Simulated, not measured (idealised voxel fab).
You're looking at the process module voxel spacer lines.
Pictured: cross-section cut, 200 nm wide, on a grid of 5 nm square cells.
Bands, listed from the top down, are how a cross-section gets written in this document; the cross-section itself is a grid of square cells, and a band is one or more rows of them. In this notation a band is specified by the heights of its top and bottom, in that order and in nm, after which its materials appear from left to right, each paired with its width in nm. The word "all across" attached to a single material means that material fills the band from edge to edge; the word "blank" stands for empty space. Height is counted from the level 0, under which the received wafer is composed throughout of one material. The lowest of the bands is not closed at the bottom but continues downward, in the notation "0 down". When a width is written as two numbers, as in "30->40", the first number is the width in the top row of cells of the band and the second is the width in its bottom row, and the width changes by the same amount from each row to the next. The designation "nothing changed", where it is given for a processing step, indicates that no cell of the cross-section was altered in the course of that step. What "Enclosed void entries" gives you is every empty space of 8 cells or more that is cut off from the top. Each appears as width x height at distance, with the distance taken from the left edge and width, height and distance all in nm. Text after the settings on a step's line: the simulator's own remark on that step. overlay nm: mask right of planned place by this much (step with mask). Neg. = left.
Intended process steps:
step 1: RECEIVE, material Si
step 2: CONFORMAL_DEP, material Al2O3, thk nm 10
step 3: DIRECTIONAL_DEP, material TiN, thk nm 20
step 4: DIRECTIONAL_DEP, material polySi, thk nm 30
step 5: PATTERN, tone cover, mask id MANDREL, material resist, width nm 20, pitch nm 60, thk nm 35, overlay nm -15
step 6: DIRECTIONAL_ETCH, etch materials polySi, depth nm 30
step 7: STRIP, etch materials resist
step 8: CONFORMAL_DEP, material SiO2, thk nm 10
step 9: DIRECTIONAL_ETCH, etch materials SiO2, depth nm 10
step 10: STRIP, etch materials polySi
step 11: DIRECTIONAL_ETCH, etch materials TiN, depth nm 20
step 12: STRIP, etch materials SiO2
step 13: FILL_DEP, material lowk, thk nm 5
step 14: CMP, height nm 30
Wafer-to-wafer difference: overlay nm, step 5. Common start. Plan = first wafer's value.
The as-received cross-section of the first of several wafers corresponds to the state after step 1:
* 0 down | Si all across
* Enclosed void entries: none
For your reference, the table is organized with a row per wafer; each row reflects the wafer at the end of the module, indicating for each material the cells gained (+) or lost (-) since receipt, and thereafter its closed voids:
overlay nm -15; +80 Al2O3; +32 TiN; +128 lowk; Enclosed void entries: none
overlay nm -10; +80 Al2O3; +32 TiN; +128 lowk; Enclosed void entries: none
overlay nm -5; +80 Al2O3; +32 TiN; +128 lowk; Enclosed void entries: none
overlay nm 0; +80 Al2O3; +32 TiN; +128 lowk; Enclosed void entries: none
overlay nm 5; +80 Al2O3; +32 TiN; +128 lowk; Enclosed void entries: none
overlay nm 10; +80 Al2O3; +32 TiN; +128 lowk; Enclosed void entries: none
overlay nm 15; +80 Al2O3; +32 TiN; +128 lowk; Enclosed void entries: none
